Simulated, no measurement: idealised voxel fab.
The process module presented herein is designated voxel spacer lines.
Displayed cross-section: cut, width of 165 nm, square cells sized 5 nm.
Cross-section = grid of square cells, listed top down in bands; band = one or more rows. The entry gives the band's vertical extent as a top height and a bottom height in nm, then its horizontal make-up as materials from left to right, each with a width in nm. "air" stands for empty space; a single material marked "all across" fills the band edge to edge. Height is counted from the level 0, under which the received wafer is composed throughout of one material. The lowest of the bands is not closed at the bottom but continues downward, in the notation "0 -> down". Note: "30..40" means the width goes from the first number (top row of the band) to the second number (bottom row) in equal steps per row of cells. You'll sometimes find "changes: none" written for a step, and that's the way of saying that nowhere in the cross-section did a cell change during that step. "Enclosed internal voids" lists enclosed empty spaces (at least 8 cells, no open path upward to the top), each as width x height at distance from the left edge, in nm. If you see something after the settings on a step's line, that's the simulator's own remark about that step. On any step carrying a mask, the "overlay nm" setting, if present on the step's line, tells how far right of its planned place the mask lay; negative values point to the left.

[Process steps foreseen in the plan]
1 RECEIVE, material Si
2 CONFORMAL_DEP, material SiO2, thk nm 5
3 DIRECTIONAL_DEP, material W, thk nm 20
4 DIRECTIONAL_DEP, material polySi, thk nm 30
5 PATTERN, tone cover, mask id MANDREL, material resist, width nm 20, pitch nm 60, thk nm 40, overlay nm 0
6 DIRECTIONAL_ETCH, etch materials polySi, depth nm 30
7 STRIP, etch materials resist
8 CONFORMAL_DEP, material SiN, thk nm 10
9 DIRECTIONAL_ETCH, etch materials SiN, depth nm 10
10 STRIP, etch materials polySi
11 DIRECTIONAL_ETCH, etch materials W, depth nm 20
12 STRIP, etch materials SiN

[On the first of the two wafers: run conducted according to plan]

[As-received state of the wafer in cross-section, equivalent to post-step 1]
0 -> down | Si all across
Enclosed internal voids: none

[after step 2]
5 -> 0 | SiO2 all across
All layers under 0 are left as they were.

[after step 3]
25 -> 5 | W all across
All layers under 5 are left as they were.

[after step 4]
55 -> 25 | polySi all across
All layers under 25 are left as they were.

[after step 5]
95 -> 55 | 40 air | 20 resist | 40 air | 20 resist | 45 air
All layers under 55 are left as they were.

[after step 6]
95 -> 55 | 40 air | 20 resist | 40 air | 20 resist | 45 air
55 -> 25 | 40 air | 20 polySi | 40 air | 20 polySi | 45 air
All layers under 25 are left as they were.

[after step 7]
55 -> 25 | 40 air | 20 polySi | 40 air | 20 polySi | 45 air
All layers under 25 are left as they were.

[after step 8]
65 -> 55 | 30 air | 40 SiN | 20 air | 40 SiN | 35 air
55 -> 35 | 30 air | 10 SiN | 20 polySi | 10 SiN | 20 air | 10 SiN | 20 polySi | 10 SiN | 35 air
35 -> 25 | 40 SiN | 20 polySi | 40 SiN | 20 polySi | 45 SiN
All layers under 25 are left as they were.

[after step 9]
55 -> 25 | 30 air | 10 SiN | 20 polySi | 10 SiN | 20 air | 10 SiN | 20 polySi | 10 SiN | 35 air
All layers under 25 are left as they were.

[after step 10]
55 -> 25 | 30 air | 10 SiN | 20 air | 10 SiN | 20 air | 10 SiN | 20 air | 10 SiN | 35 air
All layers under 25 are left as they were.

[after step 11]
55 -> 25 | 30 air | 10 SiN | 20 air | 10 SiN | 20 air | 10 SiN | 20 air | 10 SiN | 35 air
25 -> 5 | 30 air | 10 W | 20 air | 10 W | 20 air | 10 W | 20 air | 10 W | 35 air
All layers under 5 are left as they were.

[after step 12]
25 -> 5 | 30 air | 10 W | 20 air | 10 W | 20 air | 10 W | 20 air | 10 W | 35 air
All layers under 5 are left as they were.

[Regarding the second of the two wafers: it shared the first wafer's starting condition and process plan, yet one error occurred during its execution. Its history coincides with that of the first wafer up to and including step 2]

[Second wafer, sectioned view, at step 3's planned end time]
45 -> 5 | W all across
All layers under 5 are left as they were.

[Second wafer, sectioned view, at step 4's planned end time]
75 -> 45 | polySi all across
All layers under 45 are left as they were.

[Second wafer, sectioned view, at step 5's planned end time]
115 -> 75 | 40 air | 20 resist | 40 air | 20 resist | 45 air
All layers under 75 are left as they were.

[Second wafer, sectioned view, at step 6's planned end time]
115 -> 75 | 40 air | 20 resist | 40 air | 20 resist | 45 air
75 -> 45 | 40 air | 20 polySi | 40 air | 20 polySi | 45 air
All layers under 45 are left as they were.

[Second wafer, sectioned view, at step 7's planned end time]
75 -> 45 | 40 air | 20 polySi | 40 air | 20 polySi | 45 air
All layers under 45 are left as they were.

[Second wafer, sectioned view, at step 8's planned end time]
85 -> 75 | 30 air | 40 SiN | 20 air | 40 SiN | 35 air
75 -> 55 | 30 air | 10 SiN | 20 polySi | 10 SiN | 20 air | 10 SiN | 20 polySi | 10 SiN | 35 air
55 -> 45 | 40 SiN | 20 polySi | 40 SiN | 20 polySi | 45 SiN
All layers under 45 are left as they were.

[Second wafer, sectioned view, at step 9's planned end time]
75 -> 45 | 30 air | 10 SiN | 20 polySi | 10 SiN | 20 air | 10 SiN | 20 polySi | 10 SiN | 35 air
All layers under 45 are left as they were.

[Second wafer, sectioned view, at step 10's planned end time]
75 -> 45 | 30 air | 10 SiN | 20 air | 10 SiN | 20 air | 10 SiN | 20 air | 10 SiN | 35 air
All layers under 45 are left as they were.

[Second wafer, sectioned view, at step 11's planned end time]
75 -> 45 | 30 air | 10 SiN | 20 air | 10 SiN | 20 air | 10 SiN | 20 air | 10 SiN | 35 air
45 -> 25 | 30 air | 10 W | 20 air | 10 W | 20 air | 10 W | 20 air | 10 W | 35 air
All layers under 25 are left as they were.

[Second wafer, sectioned view, at step 12's planned end time]
45 -> 25 | 30 air | 10 W | 20 air | 10 W | 20 air | 10 W | 20 air | 10 W | 35 air
All layers under 25 are left as they were.
The plan and the run diverged here: step 3 of the plan was executed twice over
Count the cells at the end and the second wafer has more or fewer of some materials than the first: +132 W
